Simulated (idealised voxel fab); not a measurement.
You're looking at the process module voxel capacitor over wiring.
For reference, the cross-section in this document is cut, with width 165 nm and square cells of 5 nm.
Cross-section spec: square-cell grid; bands listed top down; each band is one or more rows. First you get the band's top height and its bottom height, in nm, and then the materials it's made of, left to right, with each width in nm. If you see a single material with "everywhere", that one covers the band edge to edge. "air" is empty space. Height is counted from the level 0, under which the received wafer is composed throughout of one material. The lowest of the bands is not closed at the bottom but continues downward, in the notation "top 0, no bottom". Quick explanation for "30..40": the width changes in equal steps down the rows of cells, from the first number in the band's top row to the second number in its bottom row. No cell of the cross-section changed in a step that is given as "no alteration". In the "Closed void catalog" entry, you get each enclosed empty space of 8 cells or more, one with no open way to the top, written width x height at distance, distance from the left edge, in nm. That trailing text on a step's line, after the settings, is the simulator's own remark on the step. What "overlay nm" on a step's line means: if the step has a mask, that mask lay this far to the right of its planned place, or, when the value is negative, to the left.

The planned process steps are enumerated hereunder
| 1 | RECEIVE (material Si) |
| 2 | CONFORMAL_DEP (material SiO2; thk nm 15) |
| 3 | CONFORMAL_DEP (material SiN; thk nm 5) |
| 4 | DIRECTIONAL_DEP (material lowk; thk nm 20) |
| 5 | PATTERN (tone open; mask id METAL_1; material resist; width nm 25; pitch nm 90; thk nm 15; overlay nm 0) |
| 6 | DIRECTIONAL_ETCH (etch materials lowk; depth nm 20) |
| 7 | DIRECTIONAL_ETCH (etch materials SiN; depth nm 5) |
| 8 | STRIP (etch materials resist) |
| 9 | CONFORMAL_DEP (material TiN; thk nm 5) |
| 10 | FILL_DEP (material W; thk nm 10) |
| 11 | CMP (height nm 40) |
| 12 | CONFORMAL_DEP (material SiCN; thk nm 5) |
| 13 | DIRECTIONAL_DEP (material SiO2; thk nm 15) |
| 14 | MASKED_ETCH (tone open; mask id PLUG_1; width nm 15; etch materials SiO2; depth nm 15; overlay nm 0) |
| 15 | MASKED_ETCH (tone open; mask id PLUG_1; width nm 15; etch materials SiCN; depth nm 5; overlay nm 0) |
| 16 | EPI (material Ru; thk nm 10) |
| 17 | EPI (material Ru; thk nm 10) |
| 18 | DIRECTIONAL_DEP (material TiN; thk nm 10) |
| 19 | DIRECTIONAL_DEP (material SiN; thk nm 5) |
| 20 | DIRECTIONAL_DEP (material TiN; thk nm 10) |
| 21 | PATTERN (tone cover; mask id UPPER_PLATE; material resist; width nm 70; thk nm 20; overlay nm 0) |
| 22 | DIRECTIONAL_ETCH (etch materials TiN; depth nm 10) |
| 23 | DIRECTIONAL_ETCH (etch materials SiN; depth nm 5) |
| 24 | STRIP (etch materials resist) |
| 25 | MASKED_ETCH (tone cover; mask id LOWER_PLATE; width nm 80; etch materials TiN; depth nm 10; overlay nm 0) |
| 26 | FILL_DEP (material SiO2; thk nm 20) |
| 27 | CMP (height nm 100) |
| 28 | DIRECTIONAL_DEP (material aC; thk nm 15) |
| 29 | PATTERN (tone open; mask id PLUG_2; material resist; width nm 15; thk nm 35; overlay nm 0) |
| 30 | DIRECTIONAL_ETCH (etch materials aC; depth nm 15) |
| 31 | STRIP (etch materials resist) |
| 32 | DIRECTIONAL_ETCH (etch materials SiO2; depth nm 15) |
| 33 | STRIP (etch materials aC) |
| 34 | CONFORMAL_DEP (material TiN; thk nm 5) |
| 35 | FILL_DEP (material Ru; thk nm 10) |
| 36 | CMP (height nm 100) |
| 37 | CONFORMAL_DEP (material SiCN; thk nm 5) |

So this is the incoming wafer in cross-section - it's already been through step 1
    top 0, no bottom | Si everywhere
    Closed void catalog: none

Final wafer profile in cross-section after the module, from the same start and plan as above, with one mistake made during processing
    top 105, bottom 100 | SiCN everywhere
    top 100, bottom 90 | Ru (40), then TiN (5), then SiO2 (15), then TiN (5), then Ru (100)
    top 90, bottom 85 | TiN (45), then SiO2 (15), then TiN (105)
    top 85, bottom 75 | SiO2 (35), then TiN (70), then SiO2 (60)
    top 75, bottom 70 | SiO2 (35), then SiN (70), then SiO2 (60)
    top 70, bottom 60 | SiO2 (30), then TiN (80), then SiO2 (55)
    top 60, bottom 45 | SiO2 (35), then Ru (15), then SiO2 (115)
    top 45, bottom 40 | SiCN (35), then Ru (15), then SiCN (115)
    top 40, bottom 20 | lowk (25), then TiN (5), then W (15), then TiN (5), then lowk (65), then TiN (5), then W (15), then TiN (5), then lowk (25)
    top 20, bottom 15 | SiN (25), then TiN (25), then SiN (65), then TiN (25), then SiN (25)
    top 15, bottom 0 | SiO2 everywhere
    top 0, no bottom | Si everywhere
    Closed void catalog: none
The plan and the run diverged here: note that step 29 departed from the planned setting and was carried out as PATTERN (tone cover; mask id PLUG_2; material resist; width nm 15; thk nm 35; overlay nm 0)
